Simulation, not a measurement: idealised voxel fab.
The following process module bears the name voxel self aligned vias.
It is cross-section cut that appears here, measuring 245 nm in width, its square cells being 5 nm in size.
In this document a cross-section is written as a grid of square cells. It is given as a series of bands, listed from the top down, and a band is one or more rows of cells. Band: top and bottom heights (nm) first, top before bottom; then materials from left to right, widths in nm. "edge to edge" marks a sole material filling the band edge to edge. "air" denotes empty space. Height is counted from the level 0, under which the received wafer is composed throughout of one material. The lowest of the bands is not closed at the bottom but continues downward, in the notation "top 0, no bottom". The notation "30->40" denotes a width that varies across the rows of cells in the band, beginning at the first number in the top row, finishing at the second number in the bottom row, and changing by an identical amount from each row to the next. "everything unchanged" (step): cross-section cells unchanged, all of them. For the entry "Fully closed voids", the listed items are empty spaces with no open way to the top whose size is 8 cells or more; each item follows the pattern width x height at distance, where distance is from the left edge and all three are in nm. Step line, after settings: the simulator's comment on this step. overlay nm, on a step with a mask: how far to the right of its planned place the mask lay; to the left if negative.

### Process steps (planned)
- 1: RECEIVE | material Si
- 2: CONFORMAL_DEP | material SiO2 | thk nm 15
- 3: CONFORMAL_DEP | material SiCN | thk nm 5
- 4: DIRECTIONAL_DEP | material SiO2 | thk nm 25
- 5: MASKED_ETCH | tone open | mask id LINES | width nm 30 | pitch nm 65 | etch materials SiO2 | depth nm 25 | overlay nm 0
- 6: CONFORMAL_DEP | material TiN | thk nm 5
- 7: FILL_DEP | material W | thk nm 10
- 8: CMP | height nm 45
- 9: SELECTIVE_ETCH | etch materials W Ru TiN | depth nm 5
- 10: FILL_DEP | material SiN | thk nm 5
- 11: CMP | height nm 45
- 12: DIRECTIONAL_DEP | material SiO2 | thk nm 15
- 13: MASKED_ETCH | tone open | mask id VIAS | width nm 50 | pitch nm 65 | etch materials SiO2 | depth nm 15 | overlay nm 0
- 14: MASKED_ETCH | tone open | mask id VIAS | width nm 50 | pitch nm 65 | etch materials SiN | depth nm 5 | overlay nm 0
- 15: CONFORMAL_DEP | material TiN | thk nm 5
- 16: FILL_DEP | material W | thk nm 5
- 17: CMP | height nm 60
- 18: CONFORMAL_DEP | material SiCN | thk nm 5

### Cross-section of the wafer at receipt, which is the condition after step 1
  top 0, no bottom | Si edge to edge
  Fully closed voids: none

### Cross-section, first of two wafers, end of module, run as planned
  top 65, bottom 60 | SiCN edge to edge
  top 60, bottom 50 | SiO2 30 nm; TiN 5 nm; W 40 nm; TiN 5 nm; SiO2 15 nm; TiN 5 nm; W 40 nm; TiN 5 nm; SiO2 15 nm; TiN 5 nm; W 40 nm; TiN 5 nm; SiO2 35 nm
  top 50, bottom 45 | SiO2 30 nm; TiN 15 nm; W 20 nm; TiN 15 nm; SiO2 15 nm; TiN 15 nm; W 20 nm; TiN 15 nm; SiO2 15 nm; TiN 15 nm; W 20 nm; TiN 15 nm; SiO2 35 nm
  top 45, bottom 40 | SiO2 40 nm; TiN 30 nm; SiO2 35 nm; TiN 30 nm; SiO2 35 nm; TiN 30 nm; SiO2 45 nm
  top 40, bottom 25 | SiO2 40 nm; TiN 5 nm; W 20 nm; TiN 5 nm; SiO2 35 nm; TiN 5 nm; W 20 nm; TiN 5 nm; SiO2 35 nm; TiN 5 nm; W 20 nm; TiN 5 nm; SiO2 45 nm
  top 25, bottom 20 | SiO2 40 nm; TiN 30 nm; SiO2 35 nm; TiN 30 nm; SiO2 35 nm; TiN 30 nm; SiO2 45 nm
  top 20, bottom 15 | SiCN edge to edge
  top 15, bottom 0 | SiO2 edge to edge
  top 0, no bottom | Si edge to edge
  Fully closed voids: none

### Cross-sectional image of the second wafer of the two following completion of the module. Starting state and process plan were the same as for the first wafer; one execution error occurred
  top 65, bottom 60 | SiCN edge to edge
  top 60, bottom 50 | SiO2 35 nm; TiN 5 nm; W 30 nm; TiN 5 nm; SiO2 25 nm; TiN 5 nm; W 30 nm; TiN 5 nm; SiO2 25 nm; TiN 5 nm; W 30 nm; TiN 5 nm; SiO2 40 nm
  top 50, bottom 45 | SiO2 35 nm; TiN 10 nm; W 20 nm; TiN 10 nm; SiO2 25 nm; TiN 10 nm; W 20 nm; TiN 10 nm; SiO2 25 nm; TiN 10 nm; W 20 nm; TiN 10 nm; SiO2 40 nm
  top 45, bottom 40 | SiO2 40 nm; TiN 30 nm; SiO2 35 nm; TiN 30 nm; SiO2 35 nm; TiN 30 nm; SiO2 45 nm
  top 40, bottom 25 | SiO2 40 nm; TiN 5 nm; W 20 nm; TiN 5 nm; SiO2 35 nm; TiN 5 nm; W 20 nm; TiN 5 nm; SiO2 35 nm; TiN 5 nm; W 20 nm; TiN 5 nm; SiO2 45 nm
  top 25, bottom 20 | SiO2 40 nm; TiN 30 nm; SiO2 35 nm; TiN 30 nm; SiO2 35 nm; TiN 30 nm; SiO2 45 nm
  top 20, bottom 15 | SiCN edge to edge
  top 15, bottom 0 | SiO2 edge to edge
  top 0, no bottom | Si edge to edge
  Fully closed voids: none
What broke from the plan during processing? the process deviated at step 13: the operation and settings actually run there were MASKED_ETCH | tone open | mask id VIAS | width nm 40 | pitch nm 65 | etch materials SiO2 | depth nm 15 | overlay nm 0
Looking at both finished wafers in cells, the second ends up ahead of or behind the first on some materials: +18 SiO2 | -6 TiN | -12 W
